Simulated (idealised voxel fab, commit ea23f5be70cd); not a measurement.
Title: Process Module voxel quadruple lines
The cross-section shown here is cut; it is 170 nm wide and divided into square cells measuring 5 nm on a side.
If you're reading a cross-section in this doc, picture square cells in a grid; it comes to you as bands, top ones listed first down to the bottom, and a band can be one or more rows of cells.
Quick guide to a band line: top height, bottom height (nm) up front; then every material left to right with its width in nm. Only one material and it's marked "throughout"? Then it fills the band edge to edge. And "air" just means empty space.
Zero point of the height axis is 0; under it, received wafer = one material. Lowest band: continues down indefinitely, "from 0 down".
A width given as "30->40" starts at the first number in the band's top row and ends at the second number in its bottom row, shifting by an equal amount at every step from row to row.
For the purposes of this document, the phrase "remained unchanged" attached to a step denotes that no cell within the cross-section was modified by that step.
Basically, "Enclosed void entries" tells you about the enclosed voids: empty spaces with no open way to the top, 8 cells or bigger, each written width x height at distance, where distance is from the left edge, all in nm.
Whatever follows a step's settings on its line is a remark the simulator itself makes about that step.
"overlay nm" answers the question of how far to the right of plan the mask lay on a step that has a mask, and when it is negative the answer is to the left.
Process steps (planned)
1 RECEIVE [material Si]
2 CONFORMAL_DEP [material SiO2] [thk nm 10]
3 DIRECTIONAL_DEP [material TiN] [thk nm 15]
4 DIRECTIONAL_DEP [material polySi] [thk nm 20]
5 DIRECTIONAL_DEP [material aC] [thk nm 25]
6 PATTERN [tone cover] [mask id MANDREL] [material resist] [width nm 35] [thk nm 35] [overlay nm 0]
7 DIRECTIONAL_ETCH [etch materials aC] [depth nm 25]
8 STRIP [etch materials resist]
9 CONFORMAL_DEP [material SiO2] [thk nm 15]
10 DIRECTIONAL_ETCH [etch materials SiO2] [depth nm 15]
11 STRIP [etch materials aC]
12 DIRECTIONAL_ETCH [etch materials polySi] [depth nm 20]
13 STRIP [etch materials SiO2]
14 CONFORMAL_DEP [material SiCN] [thk nm 10]
15 DIRECTIONAL_ETCH [etch materials SiCN] [depth nm 10]
16 STRIP [etch materials polySi]
17 DIRECTIONAL_ETCH [etch materials TiN] [depth nm 15]
18 STRIP [etch materials SiCN]
19 FILL_DEP [material SiO2] [thk nm 10]
20 CMP [height nm 25]
As received (post step 1): cross-section
* from 0 down | Si throughout
* Enclosed void entries: none
Look at the cross-section after the module: the wafer started out the way shown above and the plan was the one shown above, yet one mistake was made along the way
* from 25 to 10 | SiO2 45 / TiN 10 / SiO2 15 / TiN 10 / SiO2 5 / TiN 10 / SiO2 15 / TiN 10 / SiO2 50
* from 10 to 0 | SiO2 throughout
* from 0 down | Si throughout
* Enclosed void entries: none
The mistake made against the process plan was this: planned and actual differ for step 6; actual: PATTERN [tone cover] [mask id MANDREL] [material resist] [width nm 25] [thk nm 35] [overlay nm 0]
